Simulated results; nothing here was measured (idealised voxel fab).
Module name: voxel released beams (process module)
It is cross-section cut that appears here, measuring 250 nm in width, its square cells being 5 nm in size.
Notation: cross-section as square-cell grid; stated in bands, top first, going down; one or more cell rows per band.
Each band's line starts with the height of the band's top and of its bottom, in nm. Then come its materials from left to right, each with its width in nm. One material with "all across" fills the band from edge to edge. "empty" is empty space.
Counting heights begins at 0, where everything beneath is, in the wafer as received, one material. The lowest band has no bottom; it goes on downwards, as "top 0, no bottom" shows.
A two-number width, for instance "30->40", indicates that the width is equal to the first number in the top row of the band and to the second number in the bottom row, and that it changes by a constant amount per row of cells.
"everything unchanged" after a step means that no cell of the cross-section changed.
The list in "Unvented cavities" covers empty spaces of 8 cells or more that cannot reach the top through any open way, and it gives each as width x height at distance; the distance is from the left edge, and width, height and distance are in nm.
Read whatever lies past the settings on a step's line as the simulator's own remark about the step.
overlay nm: on a step with a mask, how far right of its planned place the mask lay; negative means left.

The process steps that were planned are listed below:
1,op RECEIVE | material Si
2,op CONFORMAL_DEP | material Al2O3 | thk nm 10
3,op DIRECTIONAL_DEP | material SiO2 | thk nm 20
4,op DIRECTIONAL_DEP | material aC | thk nm 15
5,op PATTERN | tone open | mask id ANCHOR | material resist | width nm 25 | thk nm 30 | overlay nm 0
6,op DIRECTIONAL_ETCH | etch materials aC | depth nm 15
7,op STRIP | etch materials resist
8,op DIRECTIONAL_ETCH | etch materials SiO2 | depth nm 20
9,op STRIP | etch materials aC
10,op CONFORMAL_DEP | material SiN | thk nm 10
11,op PATTERN | tone cover | mask id BEAM | material resist | width nm 70 | thk nm 15 | overlay nm 0
12,op DIRECTIONAL_ETCH | etch materials SiN | depth nm 10
13,op STRIP | etch materials resist
14,op STRIP | etch materials SiO2

Wafer cross-section on receipt, i.e. after step 1:
top 0, no bottom | Si all across
Unvented cavities: none

Cross-section at module end, one run error; start and plan unchanged from above:
top 40, bottom 30 | 85 of empty / 40 of SiN / 125 of empty
top 30, bottom 20 | 80 of empty / 10 of SiN / 25 of SiO2 / 10 of SiN / 125 of empty
top 20, bottom 10 | 80 of empty / 10 of SiN / 25 of SiO2 / 40 of SiN / 95 of empty
top 10, bottom 0 | Al2O3 all across
top 0, no bottom | Si all across
Unvented cavities: none
Where did the run depart from the plan? step 5 changed vs plan, executed as op PATTERN | tone cover | mask id ANCHOR | material resist | width nm 25 | thk nm 30 | overlay nm 0
